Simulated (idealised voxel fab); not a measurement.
process module | voxel self aligned vias
cross-section cut | 270 nm wide | cells 5 nm
A cross-section is a grid of square cells, given in bands from the top down. A band is one or more rows of cells.
Each band's line starts with the height of the band's top and of its bottom, in nm. Then come its materials from left to right, each with its width in nm. One material with "throughout" fills the band from edge to edge. "air" is empty space.
Height 0 is the level under which the wafer as received is all one material. The lowest band goes on downwards, as in "0 down".
A width such as "30 to 40" changes by the same amount from each row of cells to the next, from the band's top row to its bottom row.
"no change" after a step means that no cell of the cross-section changed.
closed voids: empty space of 8 cells or more with no open way to the top, each as width x height at its distance from the left edge, in nm
after a step's settings: what the simulator itself notes on the step
overlay nm, on a step with a mask: how far to the right of its planned place the mask lay; to the left if negative
plan
1 op RECEIVE | material Si
2 op CONFORMAL_DEP | material SiO2 | thk nm 15
3 op CONFORMAL_DEP | material SiCN | thk nm 5
4 op DIRECTIONAL_DEP | material SiO2 | thk nm 25
5 op MASKED_ETCH | tone open | mask id LINES | width nm 30 | pitch nm 80 | etch materials SiO2 | depth nm 25 | overlay nm 0
6 op CONFORMAL_DEP | material TiN | thk nm 5
7 op FILL_DEP | material W | thk nm 10
8 op CMP | height nm 45
9 op SELECTIVE_ETCH | etch materials W Ru TiN | depth nm 10
10 op FILL_DEP | material SiN | thk nm 10
11 op CMP | height nm 45
12 op DIRECTIONAL_DEP | material SiO2 | thk nm 15
13 op PATTERN | tone open | mask id VIAS | material resist | width nm 50 | pitch nm 80 | thk nm 20 | overlay nm 0
14 op DIRECTIONAL_ETCH | etch materials SiO2 | depth nm 15
15 op DIRECTIONAL_ETCH | etch materials SiN | depth nm 10
16 op STRIP | etch materials resist
17 op CONFORMAL_DEP | material TiN | thk nm 5
18 op FILL_DEP | material W | thk nm 10
19 op CMP | height nm 60
20 op CONFORMAL_DEP | material SiCN | thk nm 5
first wafer, as planned
as received, after step 1
  0 down: Si throughout
  closed voids: none
after step 2
  15 to 0: SiO2 throughout
  below 0: unchanged
after step 3
  20 to 15: SiCN throughout
  below 15: unchanged
after step 4
  45 to 20: SiO2 throughout
  below 20: unchanged
after step 5
  45 to 20: SiO2 80 | air 30 | SiO2 50 | air 30 | SiO2 80
  below 20: unchanged
after step 6
  50 to 45: TiN 85 | air 20 | TiN 60 | air 20 | TiN 85
  45 to 25: SiO2 80 | TiN 5 | air 20 | TiN 5 | SiO2 50 | TiN 5 | air 20 | TiN 5 | SiO2 80
  25 to 20: SiO2 80 | TiN 30 | SiO2 50 | TiN 30 | SiO2 80
  below 20: unchanged
after step 7
  60 to 50: W throughout
  50 to 45: TiN 85 | W 20 | TiN 60 | W 20 | TiN 85
  45 to 25: SiO2 80 | TiN 5 | W 20 | TiN 5 | SiO2 50 | TiN 5 | W 20 | TiN 5 | SiO2 80
  below 25: unchanged
after step 8
  45 to 25: SiO2 80 | TiN 5 | W 20 | TiN 5 | SiO2 50 | TiN 5 | W 20 | TiN 5 | SiO2 80
  below 25: unchanged
after step 9
  45 to 35: SiO2 80 | air 30 | SiO2 50 | air 30 | SiO2 80
  below 35: unchanged
after step 10
  55 to 45: SiN throughout
  45 to 35: SiO2 80 | SiN 30 | SiO2 50 | SiN 30 | SiO2 80
  below 35: unchanged
after step 11
  45 to 35: SiO2 80 | SiN 30 | SiO2 50 | SiN 30 | SiO2 80
  below 35: unchanged
after step 12
  60 to 45: SiO2 throughout
  below 45: unchanged
after step 13
  80 to 60: resist 70 | air 50 | resist 30 | air 50 | resist 70
  below 60: unchanged
after step 14
  80 to 60: resist 70 | air 50 | resist 30 | air 50 | resist 70
  60 to 45: SiO2 70 | air 50 | SiO2 30 | air 50 | SiO2 70
  below 45: unchanged
after step 15
  80 to 60: resist 70 | air 50 | resist 30 | air 50 | resist 70
  60 to 45: SiO2 70 | air 50 | SiO2 30 | air 50 | SiO2 70
  45 to 35: SiO2 80 | air 30 | SiO2 50 | air 30 | SiO2 80
  below 35: unchanged
after step 16
  60 to 45: SiO2 70 | air 50 | SiO2 30 | air 50 | SiO2 70
  below 45: unchanged
after step 17
  65 to 60: TiN 75 | air 40 | TiN 40 | air 40 | TiN 75
  60 to 50: SiO2 70 | TiN 5 | air 40 | TiN 5 | SiO2 30 | TiN 5 | air 40 | TiN 5 | SiO2 70
  50 to 40: SiO2 70 to 80 | TiN 15 to 5 | air 20 | TiN 15 to 5 | SiO2 30 to 50 | TiN 15 to 5 | air 20 | TiN 15 to 5 | SiO2 70 to 80
  40 to 35: SiO2 80 | TiN 30 | SiO2 50 | TiN 30 | SiO2 80
  below 35: unchanged
after step 18
  75 to 65: W throughout
  65 to 60: TiN 75 | W 40 | TiN 40 | W 40 | TiN 75
  60 to 50: SiO2 70 | TiN 5 | W 40 | TiN 5 | SiO2 30 | TiN 5 | W 40 | TiN 5 | SiO2 70
  50 to 40: SiO2 70 to 80 | TiN 15 to 5 | W 20 | TiN 15 to 5 | SiO2 30 to 50 | TiN 15 to 5 | W 20 | TiN 15 to 5 | SiO2 70 to 80
  below 40: unchanged
after step 19
  60 to 50: SiO2 70 | TiN 5 | W 40 | TiN 5 | SiO2 30 | TiN 5 | W 40 | TiN 5 | SiO2 70
  below 50: unchanged
after step 20
  65 to 60: SiCN throughout
  below 60: unchanged
second wafer: like start, like plan, one mistake. Through step 1 it matches the first wafer
when step 2 should have ended: no change
when step 3 should have ended
  5 to 0: SiCN throughout
  below 0: unchanged
when step 4 should have ended
  30 to 5: SiO2 throughout
  below 5: unchanged
when step 5 should have ended
  30 to 5: SiO2 80 | air 30 | SiO2 50 | air 30 | SiO2 80
  below 5: unchanged
when step 6 should have ended
  35 to 30: TiN 85 | air 20 | TiN 60 | air 20 | TiN 85
  30 to 10: SiO2 80 | TiN 5 | air 20 | TiN 5 | SiO2 50 | TiN 5 | air 20 | TiN 5 | SiO2 80
  10 to 5: SiO2 80 | TiN 30 | SiO2 50 | TiN 30 | SiO2 80
  below 5: unchanged
when step 7 should have ended
  45 to 35: W throughout
  35 to 30: TiN 85 | W 20 | TiN 60 | W 20 | TiN 85
  30 to 10: SiO2 80 | TiN 5 | W 20 | TiN 5 | SiO2 50 | TiN 5 | W 20 | TiN 5 | SiO2 80
  below 10: unchanged
when step 8 should have ended: no change
when step 9 should have ended
  35 to 30: TiN 85 | W 20 | TiN 60 | W 20 | TiN 85
  below 30: unchanged
when step 10 should have ended
  45 to 35: SiN throughout
  below 35: unchanged
when step 11 should have ended: no change
when step 12 should have ended
  60 to 45: SiO2 throughout
  below 45: unchanged
when step 13 should have ended
  80 to 60: resist 70 | air 50 | resist 30 | air 50 | resist 70
  below 60: unchanged
when step 14 should have ended
  80 to 60: resist 70 | air 50 | resist 30 | air 50 | resist 70
  60 to 45: SiO2 70 | air 50 | SiO2 30 | air 50 | SiO2 70
  below 45: unchanged
when step 15 should have ended
  80 to 60: resist 70 | air 50 | resist 30 | air 50 | resist 70
  60 to 45: SiO2 70 | air 50 | SiO2 30 | air 50 | SiO2 70
  45 to 35: SiN 70 | air 50 | SiN 30 | air 50 | SiN 70
  below 35: unchanged
when step 16 should have ended
  60 to 45: SiO2 70 | air 50 | SiO2 30 | air 50 | SiO2 70
  below 45: unchanged
when step 17 should have ended
  65 to 60: TiN 75 | air 40 | TiN 40 | air 40 | TiN 75
  60 to 45: SiO2 70 | TiN 5 | air 40 | TiN 5 | SiO2 30 | TiN 5 | air 40 | TiN 5 | SiO2 70
  45 to 40: SiN 70 | TiN 5 | air 40 | TiN 5 | SiN 30 | TiN 5 | air 40 | TiN 5 | SiN 70
  40 to 35: SiN 70 | TiN 50 | SiN 30 | TiN 50 | SiN 70
  below 35: unchanged
when step 18 should have ended
  75 to 65: W throughout
  65 to 60: TiN 75 | W 40 | TiN 40 | W 40 | TiN 75
  60 to 45: SiO2 70 | TiN 5 | W 40 | TiN 5 | SiO2 30 | TiN 5 | W 40 | TiN 5 | SiO2 70
  45 to 40: SiN 70 | TiN 5 | W 40 | TiN 5 | SiN 30 | TiN 5 | W 40 | TiN 5 | SiN 70
  below 40: unchanged
when step 19 should have ended
  60 to 45: SiO2 70 | TiN 5 | W 40 | TiN 5 | SiO2 30 | TiN 5 | W 40 | TiN 5 | SiO2 70
  below 45: unchanged
when step 20 should have ended
  65 to 60: SiCN throughout
  below 60: unchanged
what went wrong: step 2 was left out
at the end the second wafer has, in cells: 68 more of SiN | 162 fewer of SiO2 | 54 more of TiN | 40 more of W
